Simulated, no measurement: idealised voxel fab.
The process module that follows is named voxel self aligned contacts.
cross-section cut | 230 nm wide | cells 5 nm
Think of the cross-section as a grid of square cells. We describe it in bands, top to bottom, and each band covers one or more rows of those cells. Band: top height; bottom height; in nm. Then, left to right: material with width in nm, for each material. "full width": a single material spanning edge to edge. "air": empty space. Ref level 0: as-received wafer is one material below here. Bottom band extends down with no lower bound ("z 0 and below"). It should be noted that a width expressed as "30->40" varies in equal increments from row to row of cells within the band, taking the value of the first number at the top row and that of the second number at the bottom row. "nothing altered" for a step: no cell of the cross-section changed in that step. Each empty space that has no open way to the top and spans at least 8 cells appears under "Closed void listing" as width x height at distance, the distance counted from the left edge, all in nm. That trailing text on a step's line, after the settings, is the simulator's own remark on the step. The "overlay nm" setting may appear on a step's line; for a step that uses a mask, it gives how far to the right of its planned position the mask lay, and a negative value indicates the left.
## The steps planned for the process are as follows
1. RECEIVE with material Si
2. OXIDIZE with depth nm 5
3. DIRECTIONAL_DEP with material polySi, thk nm 25
4. DIRECTIONAL_DEP with material SiN, thk nm 15
5. MASKED_ETCH with tone cover, mask id GATE, width nm 30, pitch nm 65, etch materials SiN, depth nm 15, overlay nm 0
6. MASKED_ETCH with tone cover, mask id GATE, width nm 30, pitch nm 65, etch materials polySi, depth nm 25, overlay nm 0
7. CONFORMAL_DEP with material SiN, thk nm 5
8. DIRECTIONAL_ETCH with etch materials SiN, depth nm 5
9. FILL_DEP with material SiO2, thk nm 20
10. CMP with height nm 50
11. MASKED_ETCH with tone open, mask id CONTACT, width nm 35, pitch nm 65, etch materials SiO2, depth nm 55, overlay nm 0
12. CONFORMAL_DEP with material TiN, thk nm 5
13. FILL_DEP with material Ru, thk nm 5
14. CMP with height nm 50
15. CONFORMAL_DEP with material SiCN, thk nm 5
Wafers differ in width nm at step 11; plan lists the first wafer's value; identical starting state.
## Received wafers, first of several: cross-section after step 1
z 0 and below: Si full width
Closed void listing: none
## Gained (+) or lost (-) cells of each material since receipt, then closed voids: one row per wafer, at the end of the module
width nm 35 | +64 Ru | -46 Si | +46 SiCN | +102 SiN | +196 SiO2 | +54 TiN | +90 polySi | Closed void listing: none
width nm 40 | +66 Ru | -46 Si | +46 SiCN | +102 SiN | +192 SiO2 | +56 TiN | +90 polySi | Closed void listing: none
width nm 45 | +68 Ru | -46 Si | +46 SiCN | +102 SiN | +188 SiO2 | +58 TiN | +90 polySi | Closed void listing: none
width nm 50 | +70 Ru | -46 Si | +46 SiCN | +102 SiN | +184 SiO2 | +60 TiN | +90 polySi | Closed void listing: none
